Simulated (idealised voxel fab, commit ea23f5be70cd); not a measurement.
The name of this process module is voxel double patterning.
The cross-section shown here is cut; it is 160 nm wide and divided into square cells measuring 5 nm on a side.
Format of a cross-section: grid, square cells. Given as bands. Order: top down. Band: one or more rows of cells.
The band entry comprises the height of the band's top followed by the height of its bottom, expressed in nm, and subsequently the band's materials from left to right, each stated together with its width in nm. Where a single material is marked with the word "all across", that material fills the band from edge to edge. The word "air" represents empty space.
Heights are reckoned from 0. Under this level, the received wafer is all of one material. The bottommost band is open-ended downward, for example "0 and below".
Graded width ("30..40"): value in top row of band = first number; value in bottom row = second number; row-to-row change constant.
Take "stayed the same" at face value: in the step it is given for, the cross-section changed in none of its cells.
Closed empty spaces: empty space of 8 cells or more with no open way to the top, each as width x height at its distance from the left edge, in nm
On a step's line, text after the settings is the simulator commenting on that step.
When a step includes a mask, the "overlay nm" setting on its line states how far to the right of its planned place that mask lay, and negative values state how far to the left.
List of planned process steps
1) op RECEIVE | material Si
2) op CONFORMAL_DEP | material SiN | thk nm 5
3) op DIRECTIONAL_DEP | material SiO2 | thk nm 20
4) op DIRECTIONAL_DEP | material SiCN | thk nm 5
5) op DIRECTIONAL_DEP | material aC | thk nm 15
6) op PATTERN | tone open | mask id FIRST | material resist | width nm 15 | pitch nm 50 | thk nm 30 | overlay nm -15
7) op DIRECTIONAL_ETCH | etch materials aC | depth nm 15
8) op STRIP | etch materials resist
9) op DIRECTIONAL_ETCH | etch materials SiCN | depth nm 5
10) op STRIP | etch materials aC
11) op DIRECTIONAL_DEP | material aC | thk nm 10
12) op PATTERN | tone open | mask id SECOND | material resist | width nm 15 | thk nm 25 | overlay nm 0
13) op DIRECTIONAL_ETCH | etch materials aC | depth nm 10
14) op STRIP | etch materials resist
15) op DIRECTIONAL_ETCH | etch materials SiCN | depth nm 5
16) op STRIP | etch materials aC
17) op DIRECTIONAL_ETCH | etch materials SiO2 | depth nm 20
18) op STRIP | etch materials SiCN
The plan shows the overlay nm of step 6 as the first wafer had it; this setting differs between the wafers, which start out alike.
Received wafers, first of several: cross-section after step 1
  0 and below = Si all across
  Closed empty spaces: none
The cross-section of the first of several wafers is given below for the end of the module, after its final step, step 18
  25 down to 5 = SiO2: 30 / air: 15 / SiO2: 25 / air: 25 / SiO2: 65
  5 down to 0 = SiN all across
  0 and below = Si all across
  Closed empty spaces: none
At the end of the module, the last of several wafers in cross-section
  25 down to 5 = SiO2: 60 / air: 25 / SiO2: 25 / air: 15 / SiO2: 35
  5 down to 0 = SiN all across
  0 and below = Si all across
  Closed empty spaces: none
Take any row and you have a wafer at the end of the module: how many cells of each material it has gained (+) or lost (-) since it was received, and then its closed voids
overlay nm -15 | +32 SiN | +96 SiO2 | Closed empty spaces: none
overlay nm -10 | +32 SiN | +92 SiO2 | Closed empty spaces: none
overlay nm -5 | +32 SiN | +92 SiO2 | Closed empty spaces: none
overlay nm 0 | +32 SiN | +92 SiO2 | Closed empty spaces: none
overlay nm 5 | +32 SiN | +92 SiO2 | Closed empty spaces: none
overlay nm 10 | +32 SiN | +92 SiO2 | Closed empty spaces: none
overlay nm 15 | +32 SiN | +96 SiO2 | Closed empty spaces: none
